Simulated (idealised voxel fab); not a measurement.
process module | voxel capacitor over wiring
cross-section cut | 255 nm wide | cells 5 nm
A cross-section is a grid of square cells, given in bands from the top down. A band is one or more rows of cells.
Each band's line starts with the height of the band's top and of its bottom, in nm. Then come its materials from left to right, each with its width in nm. One material with "throughout" fills the band from edge to edge. "air" is empty space.
Height 0 is the level under which the wafer as received is all one material. The lowest band goes on downwards, as in "0 down".
A width such as "30 to 40" changes by the same amount from each row of cells to the next, from the band's top row to its bottom row.
"no change" after a step means that no cell of the cross-section changed.
closed voids: empty space of 8 cells or more with no open way to the top, each as width x height at its distance from the left edge, in nm
after a step's settings: what the simulator itself notes on the step
overlay nm, on a step with a mask: how far to the right of its planned place the mask lay; to the left if negative
plan
1 op RECEIVE | material Si
2 op CONFORMAL_DEP | material SiO2 | thk nm 15
3 op DIRECTIONAL_DEP | material TiN | thk nm 5
4 op DIRECTIONAL_DEP | material W | thk nm 15
5 op MASKED_ETCH | tone cover | mask id METAL_1 | width nm 25 | pitch nm 85 | etch materials W | depth nm 15 | overlay nm 0
6 op MASKED_ETCH | tone cover | mask id METAL_1 | width nm 25 | pitch nm 85 | etch materials TiN | depth nm 5 | overlay nm 0
7 op CONFORMAL_DEP | material SiCN | thk nm 5
8 op FILL_DEP | material lowk | thk nm 10
9 op CMP | height nm 35
10 op CONFORMAL_DEP | material SiCN | thk nm 5
11 op DIRECTIONAL_DEP | material lowk | thk nm 10
12 op DIRECTIONAL_DEP | material aC | thk nm 15
13 op PATTERN | tone open | mask id PLUG_1 | material resist | width nm 15 | thk nm 30 | overlay nm 0
14 op DIRECTIONAL_ETCH | etch materials aC | depth nm 15
15 op STRIP | etch materials resist
16 op DIRECTIONAL_ETCH | etch materials lowk | depth nm 10
17 op DIRECTIONAL_ETCH | etch materials SiCN | depth nm 5
18 op STRIP | etch materials aC
19 op CONFORMAL_DEP | material TiN | thk nm 5
20 op FILL_DEP | material Cu | thk nm 5
21 op CMP | height nm 50
22 op DIRECTIONAL_DEP | material TiN | thk nm 5
23 op DIRECTIONAL_DEP | material HfO2 | thk nm 5
24 op DIRECTIONAL_DEP | material TiN | thk nm 5
25 op DIRECTIONAL_DEP | material aC | thk nm 15
26 op PATTERN | tone cover | mask id UPPER_PLATE | material resist | width nm 65 | thk nm 35 | overlay nm 0
27 op DIRECTIONAL_ETCH | etch materials aC | depth nm 15
28 op STRIP | etch materials resist
29 op DIRECTIONAL_ETCH | etch materials TiN | depth nm 10
30 op DIRECTIONAL_ETCH | etch materials HfO2 | depth nm 5
31 op STRIP | etch materials aC
32 op DIRECTIONAL_DEP | material aC | thk nm 15
33 op PATTERN | tone cover | mask id LOWER_PLATE | material resist | width nm 75 | thk nm 30 | overlay nm 0
34 op DIRECTIONAL_ETCH | etch materials aC | depth nm 15
35 op STRIP | etch materials resist
36 op DIRECTIONAL_ETCH | etch materials TiN | depth nm 5
37 op STRIP | etch materials aC
38 op FILL_DEP | material SiO2 | thk nm 20
39 op CMP | height nm 85
40 op PATTERN | tone open | mask id PLUG_2 | material resist | width nm 15 | thk nm 15 | overlay nm 0
41 op DIRECTIONAL_ETCH | etch materials SiO2 | depth nm 15
42 op STRIP | etch materials resist
43 op CONFORMAL_DEP | material TiN | thk nm 5
44 op FILL_DEP | material Cu | thk nm 5
45 op CMP | height nm 85
46 op CONFORMAL_DEP | material SiCN | thk nm 5
varied across the wafers: thk nm of step 24. The plan shows the first wafer's value. All wafers start alike
first wafer as received, after step 1
  0 down: Si throughout
  closed voids: none
first wafer at the end, after step 46
  90 to 85: SiCN throughout
  85 to 75: SiO2 90 | TiN 5 | Cu 5 | TiN 5 | SiO2 150
  75 to 70: SiO2 90 | TiN 15 | SiO2 150
  70 to 65: SiO2 throughout
  65 to 60: SiO2 80 | TiN 65 | SiO2 110
  60 to 55: SiO2 80 | HfO2 65 | SiO2 110
  55 to 50: SiO2 75 | TiN 75 | SiO2 105
  50 to 40: lowk 80 | TiN 5 | Cu 5 | TiN 5 | lowk 160
  40 to 35: SiCN 80 | TiN 15 | SiCN 160
  35 to 20: lowk 65 | SiCN 5 | W 25 | SiCN 5 | lowk 50 | SiCN 5 | W 25 | SiCN 5 | lowk 70
  20 to 15: SiCN 70 | TiN 25 | SiCN 60 | TiN 25 | SiCN 75
  15 to 0: SiO2 throughout
  0 down: Si throughout
  closed voids: none
last wafer at the end
  90 to 85: SiCN throughout
  85 to 75: SiO2 80 | TiN 65 | SiO2 110
  75 to 70: SiO2 75 | TiN 75 | SiO2 105
  70 to 60: TiN throughout
  60 to 55: HfO2 throughout
  55 to 50: TiN throughout
  50 to 40: lowk 80 | TiN 5 | Cu 5 | TiN 5 | lowk 160
  40 to 35: SiCN 80 | TiN 15 | SiCN 160
  35 to 20: lowk 65 | SiCN 5 | W 25 | SiCN 5 | lowk 50 | SiCN 5 | W 25 | SiCN 5 | lowk 70
  20 to 15: SiCN 70 | TiN 25 | SiCN 60 | TiN 25 | SiCN 75
  15 to 0: SiO2 throughout
  0 down: Si throughout
  closed voids: none
each wafer at the end: cells of each material gained (+) or lost (-) since it was received, then its closed voids
thk nm 5 | +4 Cu | +13 HfO2 | +152 SiCN | +460 SiO2 | +52 TiN | +30 W | +207 lowk | closed voids: none
thk nm 10 | +4 Cu | +13 HfO2 | +152 SiCN | +447 SiO2 | +65 TiN | +30 W | +207 lowk | closed voids: none
thk nm 15 | +3 Cu | +51 HfO2 | +152 SiCN | +361 SiO2 | +114 TiN | +30 W | +207 lowk | closed voids: none
thk nm 20 | +2 Cu | +51 HfO2 | +152 SiCN | +313 SiO2 | +163 TiN | +30 W | +207 lowk | closed voids: none
thk nm 25 | +2 Cu | +51 HfO2 | +152 SiCN | +265 SiO2 | +211 TiN | +30 W | +207 lowk | closed voids: none
